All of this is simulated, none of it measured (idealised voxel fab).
Herein follows the process module entitled voxel wiring stack.
Cross-section cut: width 200 nm, square cells of 5 nm.
Throughout this document, each cross-section is represented as a grid of square cells and is presented as a sequence of bands enumerated from the top downward, where a band comprises one or more rows of cells. What a band's entry tells you: where the top is and where the bottom is, as heights in nm, and after that what lies inside, material by material from left to right, each with its width in nm. Empty space is written as the word "empty", and a single material marked with the word "edge to edge" occupies the band from edge to edge. Convention: height 0 is the level below which the wafer, as received, is all one material. The lowest band does not terminate at the bottom but continues downward, represented as "0 -> down". Think of "30->40" as a width that walks from the first number to the second as you go down the band, top row to bottom row, taking equal-sized steps from row to row. The designation "no alteration", where it is given for a processing step, indicates that no cell of the cross-section was altered in the course of that step. Look at "Closed void catalog" for the closed voids: empty spaces with no open path to the top, sized 8 cells or up. Each is width x height at distance, distance from the left edge, all nm. after a step's settings: what the simulator itself notes on the step. For masked steps, "overlay nm" on the step line gives how far right of plan the mask actually lay; a minus sign means it lay to the left.

# Process steps (planned)
- 1: op RECEIVE | material Si
- 2: op CONFORMAL_DEP | material SiO2 | thk nm 15
- 3: op DIRECTIONAL_DEP | material TiN | thk nm 5
- 4: op DIRECTIONAL_DEP | material W | thk nm 25
- 5: op PATTERN | tone cover | mask id METAL_1 | material resist | width nm 25 | pitch nm 55 | thk nm 20 | overlay nm 0
- 6: op DIRECTIONAL_ETCH | etch materials W | depth nm 25
- 7: op DIRECTIONAL_ETCH | etch materials TiN | depth nm 5
- 8: op STRIP | etch materials resist
- 9: op CONFORMAL_DEP | material SiCN | thk nm 5
- 10: op FILL_DEP | material lowk | thk nm 5
- 11: op CMP | height nm 45
- 12: op CONFORMAL_DEP | material SiCN | thk nm 5
- 13: op DIRECTIONAL_DEP | material lowk | thk nm 20
- 14: op DIRECTIONAL_DEP | material aC | thk nm 15
- 15: op PATTERN | tone open | mask id PLUG_1 | material resist | width nm 15 | thk nm 30 | overlay nm 0
- 16: op DIRECTIONAL_ETCH | etch materials aC | depth nm 15
- 17: op STRIP | etch materials resist
- 18: op DIRECTIONAL_ETCH | etch materials lowk | depth nm 20
- 19: op DIRECTIONAL_ETCH | etch materials SiCN | depth nm 5
- 20: op STRIP | etch materials aC
- 21: op EPI | material Ru | thk nm 10
- 22: op EPI | material Ru | thk nm 10
- 23: op EPI | material Ru | thk nm 5
- 24: op DIRECTIONAL_DEP | material TiN | thk nm 5
- 25: op DIRECTIONAL_DEP | material Ru | thk nm 20
- 26: op DIRECTIONAL_DEP | material aC | thk nm 15
- 27: op PATTERN | tone cover | mask id METAL_2 | material resist | width nm 25 | pitch nm 55 | thk nm 30 | overlay nm 0
- 28: op DIRECTIONAL_ETCH | etch materials aC | depth nm 15
- 29: op STRIP | etch materials resist
- 30: op DIRECTIONAL_ETCH | etch materials Ru | depth nm 20
- 31: op DIRECTIONAL_ETCH | etch materials TiN | depth nm 5
- 32: op STRIP | etch materials aC
- 33: op CONFORMAL_DEP | material SiN | thk nm 5
- 34: op FILL_DEP | material SiO2 | thk nm 10
- 35: op CMP | height nm 95
- 36: op CONFORMAL_DEP | material SiCN | thk nm 5
- 37: op DIRECTIONAL_DEP | material lowk | thk nm 10
- 38: op DIRECTIONAL_DEP | material aC | thk nm 10
- 39: op PATTERN | tone open | mask id PLUG_2 | material resist | width nm 15 | pitch nm 55 | thk nm 25 | overlay nm 0
- 40: op DIRECTIONAL_ETCH | etch materials aC | depth nm 10
- 41: op STRIP | etch materials resist
- 42: op DIRECTIONAL_ETCH | etch materials lowk | depth nm 10
- 43: op DIRECTIONAL_ETCH | etch materials SiCN | depth nm 5
- 44: op STRIP | etch materials aC
- 45: op CONFORMAL_DEP | material TiN | thk nm 5
- 46: op FILL_DEP | material Ru | thk nm 10
- 47: op CMP | height nm 110
- 48: op CONFORMAL_DEP | material SiN | thk nm 5
- 49: op DIRECTIONAL_DEP | material SiO2 | thk nm 25
- 50: op PATTERN | tone open | mask id METAL_3 | material resist | width nm 25 | pitch nm 55 | thk nm 20 | overlay nm -15
- 51: op DIRECTIONAL_ETCH | etch materials SiO2 | depth nm 25
- 52: op DIRECTIONAL_ETCH | etch materials SiN | depth nm 5
- 53: op STRIP | etch materials resist
- 54: op CONFORMAL_DEP | material TiN | thk nm 5
- 55: op FILL_DEP | material Cu | thk nm 10
- 56: op CMP | height nm 140
- 57: op CONFORMAL_DEP | material SiCN | thk nm 5
Wafers differ in overlay nm at step 50; plan lists the first wafer's value; identical starting state.

# So this is the first of several wafers, cross-sectioned as it came to us, meaning it's at the end of step 1
	0 -> down  Si edge to edge
	Closed void catalog: none

# Each row below is a wafer at the end of the module, listing for every material the number of cells it has gained (+) or lost (-) since it was received, followed by its closed voids
overlay nm -15 | +30 Cu | +59 Ru | +161 SiCN | +76 SiN | +374 SiO2 | +64 TiN | +50 W | +346 lowk | Closed void catalog: none
overlay nm -10 | +30 Cu | +59 Ru | +161 SiCN | +76 SiN | +374 SiO2 | +64 TiN | +50 W | +346 lowk | Closed void catalog: none
overlay nm -5 | +30 Cu | +59 Ru | +161 SiCN | +76 SiN | +374 SiO2 | +64 TiN | +50 W | +346 lowk | Closed void catalog: none
overlay nm 0 | +30 Cu | +59 Ru | +161 SiCN | +76 SiN | +374 SiO2 | +64 TiN | +50 W | +346 lowk | Closed void catalog: none
overlay nm 5 | +30 Cu | +59 Ru | +161 SiCN | +76 SiN | +374 SiO2 | +64 TiN | +50 W | +346 lowk | Closed void catalog: none
overlay nm 10 | +30 Cu | +59 Ru | +161 SiCN | +76 SiN | +374 SiO2 | +64 TiN | +50 W | +346 lowk | Closed void catalog: none
overlay nm 15 | +30 Cu | +59 Ru | +161 SiCN | +76 SiN | +374 SiO2 | +64 TiN | +50 W | +346 lowk | Closed void catalog: none
